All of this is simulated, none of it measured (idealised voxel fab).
process module | voxel gate over fins
cross-section cut | 280 nm wide | cells 5 nm
A cross-section is a grid of square cells, given in bands from the top down. A band is one or more rows of cells.
Each band's line starts with the height of the band's top and of its bottom, in nm. Then come its materials from left to right, each with its width in nm. One material with "throughout" fills the band from edge to edge. "air" is empty space.
Height 0 is the level under which the wafer as received is all one material. The lowest band goes on downwards, as in "0 down".
A width such as "30 to 40" changes by the same amount from each row of cells to the next, from the band's top row to its bottom row.
"no change" after a step means that no cell of the cross-section changed.
closed voids: empty space of 8 cells or more with no open way to the top, each as width x height at its distance from the left edge, in nm
after a step's settings: what the simulator itself notes on the step
overlay nm, on a step with a mask: how far to the right of its planned place the mask lay; to the left if negative
plan
1 op RECEIVE | material Si
2 op CONFORMAL_DEP | material SiN | thk nm 10
3 op PATTERN | tone cover | mask id FINS | material resist | width nm 15 | pitch nm 40 | thk nm 20 | overlay nm -15
4 op DIRECTIONAL_ETCH | etch materials SiN | depth nm 10
5 op DIRECTIONAL_ETCH | etch materials Si | depth nm 40
6 op STRIP | etch materials resist
7 op FILL_DEP | material SiO2 | thk nm 15
8 op CMP | height nm 10
9 op SELECTIVE_ETCH | etch materials SiO2 | depth nm 20
10 op STRIP | etch materials SiN
11 op CONFORMAL_DEP | material HfO2 | thk nm 5
12 op CONFORMAL_DEP | material TiN | thk nm 5
13 op FILL_DEP | material W | thk nm 10
14 op CMP | height nm 15
15 op CONFORMAL_DEP | material SiCN | thk nm 10
varied across the wafers: overlay nm of step 3. The plan shows the first wafer's value. All wafers start alike
first wafer as received, after step 1
  0 down: Si throughout
  closed voids: none
first wafer at the end, after step 15
  25 to 15: SiCN throughout
  15 to 10: W throughout
  10 to 5: W 85 | TiN 35 | W 5 | TiN 35 | W 120
  5 to 0: W 85 | TiN 5 | HfO2 25 | TiN 5 | W 5 | TiN 5 | HfO2 25 | TiN 5 | W 120
  0 to -5: TiN 90 | HfO2 5 | Si 15 | HfO2 5 | TiN 15 | HfO2 5 | Si 15 | HfO2 5 | TiN 125
  -5 to -10: HfO2 95 | Si 15 | HfO2 25 | Si 15 | HfO2 130
  -10 to -40: SiO2 95 | Si 15 | SiO2 25 | Si 15 | SiO2 130
  -40 down: Si throughout
  closed voids: none
last wafer at the end
  25 to 15: SiCN throughout
  15 to 10: W throughout
  10 to 5: W 115 | TiN 35 | W 5 | TiN 35 | W 90
  5 to 0: W 115 | TiN 5 | HfO2 25 | TiN 5 | W 5 | TiN 5 | HfO2 25 | TiN 5 | W 90
  0 to -5: TiN 120 | HfO2 5 | Si 15 | HfO2 5 | TiN 15 | HfO2 5 | Si 15 | HfO2 5 | TiN 95
  -5 to -10: HfO2 125 | Si 15 | HfO2 25 | Si 15 | HfO2 100
  -10 to -40: SiO2 125 | Si 15 | SiO2 25 | Si 15 | SiO2 100
  -40 down: Si throughout
  closed voids: none
each wafer at the end: cells of each material gained (+) or lost (-) since it was received, then its closed voids
overlay nm -15 | +64 HfO2 | -400 Si | +112 SiCN | +300 SiO2 | +64 TiN | +140 W | closed voids: none
overlay nm -10 | +64 HfO2 | -400 Si | +112 SiCN | +300 SiO2 | +64 TiN | +140 W | closed voids: none
overlay nm -5 | +64 HfO2 | -400 Si | +112 SiCN | +300 SiO2 | +64 TiN | +140 W | closed voids: none
overlay nm 0 | +64 HfO2 | -400 Si | +112 SiCN | +300 SiO2 | +64 TiN | +140 W | closed voids: none
overlay nm 5 | +64 HfO2 | -400 Si | +112 SiCN | +300 SiO2 | +64 TiN | +140 W | closed voids: none
overlay nm 10 | +64 HfO2 | -400 Si | +112 SiCN | +300 SiO2 | +64 TiN | +140 W | closed voids: none
overlay nm 15 | +64 HfO2 | -400 Si | +112 SiCN | +300 SiO2 | +64 TiN | +140 W | closed voids: none
